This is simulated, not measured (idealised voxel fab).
Documented hereafter: the process module known as voxel wiring stack.
Cross-section cut: width 275 nm, square cells of 5 nm.
For the purposes of this document, a cross-section shall be understood as a grid of square cells, specified as bands listed in top-to-bottom order, each band consisting of one or more rows of cells. Each band's line starts with the height of the band's top and of its bottom, in nm. Then come its materials from left to right, each with its width in nm. One material with "full width" fills the band from edge to edge. "air" is empty space. Basically, 0 is our baseline, since under it the wafer straight out of the box is all one material. The bottom band has no lower end and keeps on going down, so it looks like "from 0 down". A two-number width, for instance "30->40", indicates that the width is equal to the first number in the top row of the band and to the second number in the bottom row, and that it changes by a constant amount per row of cells. What does "no modifications" mean for a step? It means no cell of the cross-section changed in that step. Closed empty spaces (no open way to the top) of 8 cells or more are what "Closed cavity list" lists, each as width x height at distance from the left edge, nm for all three. Note: text after step settings on the step line = simulator remark on that step. overlay nm: for a step with a mask, the amount by which the mask lay right of where it was planned; a negative amount means left of it.

Planned process steps
- 1: RECEIVE (material Si)
- 2: CONFORMAL_DEP (material SiO2; thk nm 10)
- 3: CONFORMAL_DEP (material SiN; thk nm 5)
- 4: DIRECTIONAL_DEP (material SiO2; thk nm 15)
- 5: DIRECTIONAL_DEP (material aC; thk nm 10)
- 6: PATTERN (tone open; mask id METAL_1; material resist; width nm 20; pitch nm 40; thk nm 25; overlay nm 0)
- 7: DIRECTIONAL_ETCH (etch materials aC; depth nm 10)
- 8: STRIP (etch materials resist)
- 9: DIRECTIONAL_ETCH (etch materials SiO2; depth nm 15)
- 10: DIRECTIONAL_ETCH (etch materials SiN; depth nm 5)
- 11: STRIP (etch materials aC)
- 12: CONFORMAL_DEP (material TiN; thk nm 5)
- 13: FILL_DEP (material Cu; thk nm 5)
- 14: CMP (height nm 30)
- 15: CONFORMAL_DEP (material SiCN; thk nm 5)
- 16: DIRECTIONAL_DEP (material SiO2; thk nm 20)
- 17: MASKED_ETCH (tone open; mask id PLUG_1; width nm 15; pitch nm 40; etch materials SiO2; depth nm 20; overlay nm 0)
- 18: MASKED_ETCH (tone open; mask id PLUG_1; width nm 15; pitch nm 40; etch materials SiCN; depth nm 5; overlay nm 0)
- 19: EPI (material Ru; thk nm 10)
- 20: EPI (material Ru; thk nm 10)
- 21: EPI (material Ru; thk nm 5)
- 22: CONFORMAL_DEP (material SiN; thk nm 5)
- 23: DIRECTIONAL_DEP (material SiO2; thk nm 20)
- 24: DIRECTIONAL_DEP (material aC; thk nm 10)
- 25: PATTERN (tone open; mask id METAL_2; material resist; width nm 20; pitch nm 40; thk nm 25; overlay nm 0)
- 26: DIRECTIONAL_ETCH (etch materials aC; depth nm 10)
- 27: STRIP (etch materials resist)
- 28: DIRECTIONAL_ETCH (etch materials SiO2; depth nm 20)
- 29: DIRECTIONAL_ETCH (etch materials SiN; depth nm 5)
- 30: STRIP (etch materials aC)
- 31: CONFORMAL_DEP (material TiN; thk nm 5)
- 32: FILL_DEP (material Ru; thk nm 10)
- 33: CMP (height nm 80)
- 34: CONFORMAL_DEP (material SiCN; thk nm 5)
- 35: DIRECTIONAL_DEP (material lowk; thk nm 20)
- 36: DIRECTIONAL_DEP (material aC; thk nm 15)
- 37: PATTERN (tone open; mask id PLUG_2; material resist; width nm 15; pitch nm 40; thk nm 30; overlay nm 0)
- 38: DIRECTIONAL_ETCH (etch materials aC; depth nm 15)
- 39: STRIP (etch materials resist)
- 40: DIRECTIONAL_ETCH (etch materials lowk; depth nm 20)
- 41: DIRECTIONAL_ETCH (etch materials SiCN; depth nm 5)
- 42: STRIP (etch materials aC)
- 43: CONFORMAL_DEP (material TiN; thk nm 5)
- 44: FILL_DEP (material W; thk nm 10)
- 45: CMP (height nm 105)
- 46: DIRECTIONAL_DEP (material TiN; thk nm 5)
- 47: DIRECTIONAL_DEP (material W; thk nm 10)
- 48: MASKED_ETCH (tone cover; mask id METAL_3; width nm 20; pitch nm 40; etch materials W; depth nm 15; overlay nm 0)
- 49: MASKED_ETCH (tone cover; mask id METAL_3; width nm 20; pitch nm 40; etch materials TiN; depth nm 5; overlay nm 0)
- 50: FILL_DEP (material lowk; thk nm 5)
- 51: CMP (height nm 125)
- 52: CONFORMAL_DEP (material SiCN; thk nm 5)
Quick note for whoever runs this: the wafers start identical, but the thk nm at step 47 isn't the same across them. The plan just shows what the first wafer had.

First of several wafers, received after step 1, in cross-section
  from 0 down  Si full width
  Closed cavity list: none

For your reference, the table is organized with a row per wafer; each row reflects the wafer at the end of the module, indicating for each material the cells gained (+) or lost (-) since receipt, and thereafter its closed voids
thk nm 10 | +24 Cu | +92 Ru | +141 SiCN | +78 SiN | +555 SiO2 | +148 TiN | +48 W | +344 lowk | Closed cavity list: none
thk nm 15 | +24 Cu | +92 Ru | +141 SiCN | +78 SiN | +555 SiO2 | +148 TiN | +64 W | +328 lowk | Closed cavity list: none
thk nm 20 | +24 Cu | +92 Ru | +141 SiCN | +78 SiN | +555 SiO2 | +187 TiN | +103 W | +250 lowk | Closed cavity list: none
thk nm 25 | +24 Cu | +92 Ru | +141 SiCN | +78 SiN | +555 SiO2 | +187 TiN | +142 W | +211 lowk | Closed cavity list: none
thk nm 30 | +24 Cu | +92 Ru | +141 SiCN | +78 SiN | +555 SiO2 | +187 TiN | +181 W | +172 lowk | Closed cavity list: none
